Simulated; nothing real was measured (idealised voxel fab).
process module | voxel self aligned contacts
cross-section cut | 180 nm wide | cells 5 nm
A cross-section is a grid of square cells, given in bands from the top down. A band is one or more rows of cells.
Each band's line starts with the height of the band's top and of its bottom, in nm. Then come its materials from left to right, each with its width in nm. One material with "throughout" fills the band from edge to edge. "air" is empty space.
Height 0 is the level under which the wafer as received is all one material. The lowest band goes on downwards, as in "0 down".
A width such as "30 to 40" changes by the same amount from each row of cells to the next, from the band's top row to its bottom row.
"no change" after a step means that no cell of the cross-section changed.
closed voids: empty space of 8 cells or more with no open way to the top, each as width x height at its distance from the left edge, in nm
after a step's settings: what the simulator itself notes on the step
overlay nm, on a step with a mask: how far to the right of its planned place the mask lay; to the left if negative
plan
1 op RECEIVE | material Si
2 op CONFORMAL_DEP | material SiO2 | thk nm 5
3 op DIRECTIONAL_DEP | material polySi | thk nm 25
4 op DIRECTIONAL_DEP | material SiN | thk nm 20
5 op PATTERN | tone cover | mask id GATE | material resist | width nm 25 | pitch nm 65 | thk nm 20 | overlay nm 0
6 op DIRECTIONAL_ETCH | etch materials SiN | depth nm 20
7 op DIRECTIONAL_ETCH | etch materials polySi | depth nm 25
8 op STRIP | etch materials resist
9 op CONFORMAL_DEP | material SiN | thk nm 10
10 op DIRECTIONAL_ETCH | etch materials SiN | depth nm 10
11 op FILL_DEP | material SiO2 | thk nm 20
12 op CMP | height nm 60
13 op PATTERN | tone open | mask id CONTACT | material resist | width nm 40 | thk nm 15 | overlay nm 0
14 op DIRECTIONAL_ETCH | etch materials SiO2 | depth nm 60
15 op STRIP | etch materials resist
16 op CONFORMAL_DEP | material TiN | thk nm 5
17 op FILL_DEP | material Ru | thk nm 5
18 op CMP | height nm 60
19 op CONFORMAL_DEP | material SiCN | thk nm 5
varied across the wafers: width nm of step 13. The plan shows the first wafer's value. All wafers start alike
first wafer as received, after step 1
  0 down: Si throughout
  closed voids: none
each wafer at the end: cells of each material gained (+) or lost (-) since it was received, then its closed voids
width nm 40 | +26 Ru | +36 SiCN | +112 SiN | +214 SiO2 | +30 TiN | +50 polySi | closed voids: none
width nm 45 | +27 Ru | +36 SiCN | +112 SiN | +212 SiO2 | +31 TiN | +50 polySi | closed voids: none
width nm 50 | +28 Ru | +36 SiCN | +112 SiN | +210 SiO2 | +32 TiN | +50 polySi | closed voids: none
width nm 55 | +29 Ru | +36 SiCN | +112 SiN | +208 SiO2 | +33 TiN | +50 polySi | closed voids: none
width nm 60 | +30 Ru | +36 SiCN | +112 SiN | +206 SiO2 | +34 TiN | +50 polySi | closed voids: none
width nm 65 | +31 Ru | +36 SiCN | +112 SiN | +204 SiO2 | +35 TiN | +50 polySi | closed voids: none
